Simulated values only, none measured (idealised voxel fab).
voxel gate over fins: a process module
Pictured: cross-section cut, 245 nm wide, on a grid of 5 nm square cells.
Bands, listed from the top down, are how a cross-section gets written in this document; the cross-section itself is a grid of square cells, and a band is one or more rows of them.
It is stipulated that each band's entry specify, in nanometres, the height of the top of the band and then that of its bottom, followed by the materials of the band in left-to-right sequence, each together with its width in nanometres. A single material marked by the word "all across" is understood to fill the band from edge to edge; the word "air" is understood to denote empty space.
Height datum 0, below which the as-received substrate wafer is one material. Lowest band open at the bottom, running downward: "z 0 and below".
Top row gets the first number, bottom row gets the second, and each row in between changes by the same step: that is how a band width like "30..40" works.
The cross-section has no changed cell in any step marked "no alteration".
Entry "Fully enclosed voids" = empty spaces >= 8 cells with no open way to the top; each as width x height at distance, distance from left edge, all nm.
On a step's line, text after the settings is the simulator commenting on that step.
For masked steps, "overlay nm" on the step line gives how far right of plan the mask actually lay; a minus sign means it lay to the left.

-- Process steps (planned)
1: RECEIVE,material Si
2: CONFORMAL_DEP,material SiN,thk nm 10
3: PATTERN,tone cover,mask id FINS,material resist,width nm 15,pitch nm 50,thk nm 15,overlay nm 0
4: DIRECTIONAL_ETCH,etch materials SiN,depth nm 10
5: DIRECTIONAL_ETCH,etch materials Si,depth nm 40
6: STRIP,etch materials resist
7: FILL_DEP,material SiO2,thk nm 10
8: CMP,height nm 10
9: PATTERN,tone open,mask id RAIL,material resist,width nm 15,thk nm 15,overlay nm 0
10: DIRECTIONAL_ETCH,etch materials SiO2,depth nm 45
11: STRIP,etch materials resist
12: CONFORMAL_DEP,material TiN,thk nm 5
13: FILL_DEP,material W,thk nm 10
14: CMP,height nm 10
15: SELECTIVE_ETCH,etch materials W Ru TiN,depth nm 30
16: FILL_DEP,material SiO2,thk nm 5
17: CMP,height nm 10
18: SELECTIVE_ETCH,etch materials SiO2,depth nm 20
19: STRIP,etch materials SiN
20: CONFORMAL_DEP,material HfO2,thk nm 5
21: CONFORMAL_DEP,material TiN,thk nm 5
22: CONFORMAL_DEP,material TiAl,thk nm 5
23: CONFORMAL_DEP,material TiN,thk nm 5
24: FILL_DEP,material W,thk nm 10
25: CMP,height nm 25
26: CONFORMAL_DEP,material SiN,thk nm 10

-- Cross-section, incoming material, after step 1
> z 0 and below: Si all across
> Fully enclosed voids: none

-- Cross-section: first of two wafers, module finished, run according to plan
> z 35 to 25: SiN all across
> z 25 to 20: W all across
> z 20 to 15: W 45 nm | TiN 155 nm | W 45 nm
> z 15 to 10: W 45 nm | TiN 5 nm | TiAl 45 nm | TiN 5 nm | TiAl 45 nm | TiN 5 nm | TiAl 45 nm | TiN 5 nm | W 45 nm
> z 10 to 5: TiN 50 nm | TiAl 5 nm | TiN 35 nm | TiAl 5 nm | TiN 5 nm | TiAl 5 nm | TiN 35 nm | TiAl 5 nm | TiN 5 nm | TiAl 5 nm | TiN 35 nm | TiAl 5 nm | TiN 50 nm
> z 5 to 0: TiAl 55 nm | TiN 5 nm | HfO2 25 nm | TiN 5 nm | TiAl 15 nm | TiN 5 nm | HfO2 25 nm | TiN 5 nm | TiAl 15 nm | TiN 5 nm | HfO2 25 nm | TiN 5 nm | TiAl 55 nm
> z 0 to -5: TiN 60 nm | HfO2 5 nm | Si 15 nm | HfO2 5 nm | TiN 25 nm | HfO2 5 nm | Si 15 nm | HfO2 5 nm | TiN 25 nm | HfO2 5 nm | Si 15 nm | HfO2 5 nm | TiN 60 nm
> z -5 to -10: HfO2 65 nm | Si 15 nm | HfO2 35 nm | Si 15 nm | HfO2 35 nm | Si 15 nm | HfO2 65 nm
> z -10 to -20: SiO2 65 nm | Si 15 nm | SiO2 35 nm | Si 15 nm | SiO2 35 nm | Si 15 nm | SiO2 65 nm
> z -20 to -30: SiO2 65 nm | Si 15 nm | SiO2 10 nm | TiN 5 nm | W 5 nm | TiN 5 nm | SiO2 10 nm | Si 15 nm | SiO2 35 nm | Si 15 nm | SiO2 65 nm
> z -30 to -35: SiO2 65 nm | Si 15 nm | SiO2 10 nm | TiN 15 nm | SiO2 10 nm | Si 15 nm | SiO2 35 nm | Si 15 nm | SiO2 65 nm
> z -35 to -40: SiO2 65 nm | Si 15 nm | SiO2 35 nm | Si 15 nm | SiO2 35 nm | Si 15 nm | SiO2 65 nm
> z -40 and below: Si all across
> Fully enclosed voids: none

-- Wafer two cross-section, module end. Start and plan unchanged from wafer one; one mistake made during the run
> z 35 to 25: SiN all across
> z 25 to 20: W all across
> z 20 to 15: W 45 nm | TiN 155 nm | W 45 nm
> z 15 to 10: W 45 nm | TiN 5 nm | TiAl 45 nm | TiN 5 nm | TiAl 45 nm | TiN 5 nm | TiAl 45 nm | TiN 5 nm | W 45 nm
> z 10 to 5: TiN 50 nm | TiAl 5 nm | HfO2 35 nm | TiAl 5 nm | TiN 5 nm | TiAl 5 nm | HfO2 35 nm | TiAl 5 nm | TiN 5 nm | TiAl 5 nm | HfO2 35 nm | TiAl 5 nm | TiN 50 nm
> z 5 to 0: TiAl 55 nm | HfO2 5 nm | TiN 25 nm | HfO2 5 nm | TiAl 15 nm | HfO2 5 nm | TiN 25 nm | HfO2 5 nm | TiAl 15 nm | HfO2 5 nm | TiN 25 nm | HfO2 5 nm | TiAl 55 nm
> z 0 to -5: HfO2 60 nm | TiN 5 nm | Si 15 nm | TiN 5 nm | HfO2 25 nm | TiN 5 nm | Si 15 nm | TiN 5 nm | HfO2 25 nm | TiN 5 nm | Si 15 nm | TiN 5 nm | HfO2 60 nm
> z -5 to -10: TiN 65 nm | Si 15 nm | TiN 35 nm | Si 15 nm | TiN 35 nm | Si 15 nm | TiN 65 nm
> z -10 to -20: SiO2 65 nm | Si 15 nm | SiO2 35 nm | Si 15 nm | SiO2 35 nm | Si 15 nm | SiO2 65 nm
> z -20 to -30: SiO2 65 nm | Si 15 nm | SiO2 10 nm | TiN 5 nm | W 5 nm | TiN 5 nm | SiO2 10 nm | Si 15 nm | SiO2 35 nm | Si 15 nm | SiO2 65 nm
> z -30 to -35: SiO2 65 nm | Si 15 nm | SiO2 10 nm | TiN 15 nm | SiO2 10 nm | Si 15 nm | SiO2 35 nm | Si 15 nm | SiO2 65 nm
> z -35 to -40: SiO2 65 nm | Si 15 nm | SiO2 35 nm | Si 15 nm | SiO2 35 nm | Si 15 nm | SiO2 65 nm
> z -40 and below: Si all across
> Fully enclosed voids: none
What was the processing mistake? ran 20 and 21 in swapped order versus the plan
at the end the second wafer has, in cells: as many of each material as the first, in other places
